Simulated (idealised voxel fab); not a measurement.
process module | voxel transistor to metal
Section cut is 160 nm wide and gridded with 5 nm square cells.
For the purposes of this document, a cross-section shall be understood as a grid of square cells, specified as bands listed in top-to-bottom order, each band consisting of one or more rows of cells. Look at the band entry: it leads with the top's height and the bottom's height in nm. Then it lists the materials left to right, with a width in nm for each. The word "everywhere" on a single material says that material fills the band edge to edge. The word "air" is empty space. Below 0: as-received wafer, all one material; heights counted from there. Lowest band: no bottom, goes on down, written "from 0 down". Quick explanation for "30..40": the width changes in equal steps down the rows of cells, from the first number in the band's top row to the second number in its bottom row. You'll sometimes find "identical to before" written for a step, and that's the way of saying that nowhere in the cross-section did a cell change during that step. The entry titled "Internal closed voids" provides the empty spaces that have no open way to the top, restricted to those of 8 cells or more. Each is presented as width x height at distance, the distance being measured from the left edge, with all three in nm. On a step's line, text after the settings is the simulator commenting on that step. You can add "overlay nm" to a step's line. For a step with a mask, it describes how far the mask lay to the right of its planned position, and a negative number describes a lay to the left.

# The following list gives the planned process steps
step 1: RECEIVE | material Si
step 2: OXIDIZE | depth nm 5
step 3: CONFORMAL_DEP | material SiN | thk nm 10
step 4: MASKED_ETCH | tone cover | mask id ACTIVE | width nm 110 | etch materials SiN | depth nm 10 | overlay nm 0
step 5: MASKED_ETCH | tone cover | mask id ACTIVE | width nm 110 | etch materials SiO2 | depth nm 5 | overlay nm 0
step 6: MASKED_ETCH | tone cover | mask id ACTIVE | width nm 110 | etch materials Si | depth nm 25 | overlay nm 0
step 7: FILL_DEP | material SiO2 | thk nm 5
step 8: CMP | height nm 10
step 9: SELECTIVE_ETCH | etch materials SiO2 | depth nm 5
step 10: STRIP | etch materials SiN
step 11: SELECTIVE_ETCH | etch materials SiO2 | depth nm 5
step 12: OXIDIZE | depth nm 5
step 13: DIRECTIONAL_DEP | material polySi | thk nm 20
step 14: DIRECTIONAL_DEP | material SiCN | thk nm 15
step 15: PATTERN | tone cover | mask id GATE | material resist | width nm 30 | thk nm 15 | overlay nm 0
step 16: DIRECTIONAL_ETCH | etch materials SiCN | depth nm 25
step 17: DIRECTIONAL_ETCH | etch materials polySi | depth nm 30
step 18: STRIP | etch materials resist
step 19: CONFORMAL_DEP | material SiO2 | thk nm 5
step 20: DIRECTIONAL_ETCH | etch materials SiO2 | depth nm 5
step 21: CONFORMAL_DEP | material SiN | thk nm 10
step 22: DIRECTIONAL_ETCH | etch materials SiN | depth nm 10
step 23: DIRECTIONAL_ETCH | etch materials SiO2 | depth nm 5
step 24: EPI | material nSi | thk nm 5
step 25: FILL_DEP | material SiO2 | thk nm 5
step 26: CMP | height nm 15
step 27: STRIP | etch materials polySi
step 28: SELECTIVE_ETCH | etch materials SiO2 | depth nm 5
step 29: CONFORMAL_DEP | material HfO2 | thk nm 5
step 30: CONFORMAL_DEP | material TiN | thk nm 5
step 31: FILL_DEP | material W | thk nm 5
step 32: CMP | height nm 10
step 33: DIRECTIONAL_DEP | material SiO2 | thk nm 10
step 34: MASKED_ETCH | tone open | mask id CONTACT | width nm 20 | pitch nm 80 | etch materials SiO2 | depth nm 25 | overlay nm 0
step 35: CONFORMAL_DEP | material TiN | thk nm 5
step 36: FILL_DEP | material W | thk nm 10
step 37: CMP | height nm 20
step 38: DIRECTIONAL_DEP | material TiN | thk nm 5
step 39: DIRECTIONAL_DEP | material W | thk nm 25
step 40: MASKED_ETCH | tone cover | mask id METAL_1 | width nm 20 | pitch nm 80 | etch materials W | depth nm 25 | overlay nm 0
step 41: MASKED_ETCH | tone cover | mask id METAL_1 | width nm 20 | pitch nm 80 | etch materials TiN | depth nm 5 | overlay nm 0
step 42: CONFORMAL_DEP | material SiCN | thk nm 5
step 43: FILL_DEP | material lowk | thk nm 10
step 44: CMP | height nm 50
step 45: CONFORMAL_DEP | material SiCN | thk nm 5

# As-received wafer cross-section (after step 1)
  from 0 down | Si everywhere
  Internal closed voids: none

# Cross-section taken at module completion on the first of two wafers; processed per the plan
  from 55 to 50 | SiCN everywhere
  from 50 to 25 | 25 of lowk / 5 of SiCN / 20 of W / 5 of SiCN / 50 of lowk / 5 of SiCN / 20 of W / 5 of SiCN / 25 of lowk
  from 25 to 20 | 30 of SiCN / 20 of TiN / 60 of SiCN / 20 of TiN / 30 of SiCN
  from 20 to 10 | 30 of SiO2 / 5 of TiN / 10 of W / 5 of TiN / 60 of SiO2 / 5 of TiN / 10 of W / 5 of TiN / 30 of SiO2
  from 10 to 0 | 30 of SiO2 / 5..10 of TiN / 10..5 of W / 5 of TiN / 10 of SiN / 5 of HfO2 / 5 of TiN / 20 of W / 5 of TiN / 5 of HfO2 / 10 of SiN / 5 of TiN / 10..5 of W / 5..10 of TiN / 30 of SiO2
  from 0 to -5 | 25 of SiO2 / 10 of SiN / 15 of TiN / 10 of SiN / 5 of HfO2 / 30 of TiN / 5 of HfO2 / 10 of SiN / 15 of TiN / 10 of SiN / 25 of SiO2
  from -5 to -10 | 35 of SiO2 / 15 of nSi / 10 of SiO2 / 40 of HfO2 / 10 of SiO2 / 15 of nSi / 35 of SiO2
  from -10 to -30 | 25 of SiO2 / 110 of Si / 25 of SiO2
  from -30 down | Si everywhere
  Internal closed voids: none

# Cross-section at end of module for the second wafer of two, which matched the first in starting point and plan and differed by one mistake in its processing
  from 55 to 50 | SiCN everywhere
  from 50 to 25 | 25 of lowk / 5 of SiCN / 20 of W / 5 of SiCN / 50 of lowk / 5 of SiCN / 20 of W / 5 of SiCN / 25 of lowk
  from 25 to 20 | 30 of SiCN / 20 of TiN / 60 of SiCN / 20 of TiN / 30 of SiCN
  from 20 to 10 | 30 of SiO2 / 5 of TiN / 10 of W / 5 of TiN / 60 of SiO2 / 5 of TiN / 10 of W / 5 of TiN / 30 of SiO2
  from 10 to 0 | 30 of SiO2 / 5..10 of TiN / 10..5 of W / 5 of TiN / 10 of SiN / 5 of HfO2 / 5 of TiN / 20 of W / 5 of TiN / 5 of HfO2 / 10 of SiN / 5 of TiN / 10..5 of W / 5..10 of TiN / 30 of SiO2
  from 0 to -5 | 25 of SiO2 / 10 of SiN / 15 of TiN / 10 of SiN / 5 of HfO2 / 30 of TiN / 5 of HfO2 / 10 of SiN / 15 of TiN / 10 of SiN / 25 of SiO2
  from -5 to -10 | 35 of SiO2 / 15 of nSi / 10 of SiO2 / 40 of HfO2 / 10 of SiO2 / 15 of nSi / 35 of SiO2
  from -10 to -55 | 25 of SiO2 / 110 of Si / 25 of SiO2
  from -55 down | Si everywhere
  Internal closed voids: none
Error vs. plan: plan step 6 was conducted twice
Once processing is complete, comparing cell counts shows that the second wafer has more or fewer of certain materials than the first: 50 fewer of Si, 50 more of SiO2
